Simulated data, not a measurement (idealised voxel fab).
Module name: voxel self aligned contacts (process module)
Displayed cross-section: cut, width of 220 nm, square cells sized 5 nm.
If you're reading a cross-section in this doc, picture square cells in a grid; it comes to you as bands, top ones listed first down to the bottom, and a band can be one or more rows of cells. Band: top height; bottom height; in nm. Then, left to right: material with width in nm, for each material. "throughout": a single material spanning edge to edge. "blank": empty space. Height 0 is the level under which the wafer as received is all one material. The lowest band goes on downwards, as in "0..down". The width entry "30 to 40" should be interpreted row by row: the top row of cells in the band takes the first number, the bottom row takes the second number, and the change between adjacent rows is uniform throughout. You'll sometimes find "remained unchanged" written for a step, and that's the way of saying that nowhere in the cross-section did a cell change during that step. In "Non-vented voids" the enclosed voids are listed, meaning empty spaces of 8 cells or larger without any opening to the top. The form is width x height at distance, distance from the left edge, units nm. On each step's line, the part that comes after the settings is the simulator's own comment on the step. Each step line may optionally specify "overlay nm", which for a step with a mask gives the rightward distance between the mask's planned place and where it lay, a negative value indicating the leftward direction.
[The following list gives the planned process steps]
1) RECEIVE: material Si
2) OXIDIZE: depth nm 5
3) DIRECTIONAL_DEP: material polySi, thk nm 20
4) DIRECTIONAL_DEP: material SiN, thk nm 15
5) PATTERN: tone cover, mask id GATE, material resist, width nm 25, pitch nm 50, thk nm 15, overlay nm 0
6) DIRECTIONAL_ETCH: etch materials SiN, depth nm 15
7) DIRECTIONAL_ETCH: etch materials polySi, depth nm 20
8) STRIP: etch materials resist
9) CONFORMAL_DEP: material SiN, thk nm 5
10) DIRECTIONAL_ETCH: etch materials SiN, depth nm 5
11) FILL_DEP: material SiO2, thk nm 10
12) CMP: height nm 40
13) PATTERN: tone open, mask id CONTACT, material resist, width nm 35, pitch nm 50, thk nm 15, overlay nm 0
14) DIRECTIONAL_ETCH: etch materials SiO2, depth nm 45
15) STRIP: etch materials resist
16) CONFORMAL_DEP: material TiN, thk nm 5
17) FILL_DEP: material Ru, thk nm 10
18) CMP: height nm 40
19) CONFORMAL_DEP: material SiCN, thk nm 5
[So this is the incoming wafer in cross-section - it's already been through step 1]
0..down: Si throughout
Non-vented voids: none
[First of two wafers: cross-section at end of module, run per plan]
45..40: SiCN throughout
40..35: 65 SiO2, then 15 TiN, then 5 Ru, then 15 TiN, then 15 SiO2, then 15 TiN, then 5 Ru, then 15 TiN, then 70 SiO2
35..20: 40 SiO2, then 35 SiN, then 5 TiN, then 5 Ru, then 5 TiN, then 35 SiN, then 5 TiN, then 5 Ru, then 5 TiN, then 35 SiN, then 45 SiO2
20..0: 40 SiO2, then 5 SiN, then 25 polySi, then 5 SiN, then 5 TiN, then 5 Ru, then 5 TiN, then 5 SiN, then 25 polySi, then 5 SiN, then 5 TiN, then 5 Ru, then 5 TiN, then 5 SiN, then 25 polySi, then 5 SiN, then 45 SiO2
0..-5: 75 SiO2, then 15 TiN, then 35 SiO2, then 15 TiN, then 80 SiO2
-5..down: Si throughout
Non-vented voids: none
[Cross-sectional view: second of two wafers, end of module; start and plan identical to the first, one mistake in running]
45..40: SiCN throughout
40..35: 65 SiO2, then 35 TiN, then 15 SiO2, then 35 TiN, then 70 SiO2
35..20: 50 SiN, then 15 SiO2, then 35 SiN, then 15 SiO2, then 35 SiN, then 15 SiO2, then 55 SiN
20..0: 45 polySi, then 5 SiN, then 15 SiO2, then 5 SiN, then 25 polySi, then 5 SiN, then 15 SiO2, then 5 SiN, then 25 polySi, then 5 SiN, then 15 SiO2, then 5 SiN, then 50 polySi
0..-5: SiO2 throughout
-5..down: Si throughout
Non-vented voids: none
What was the processing mistake? rather than as planned, step 5 actually ran as PATTERN: tone open, mask id GATE, material resist, width nm 25, pitch nm 50, thk nm 15, overlay nm 0
It is noted that, at the conclusion of processing, the second wafer exhibits a higher or lower cell count for certain materials relative to the first: 16 fewer of Ru, 42 more of SiN, 50 fewer of SiO2, 32 fewer of TiN, 56 more of polySi
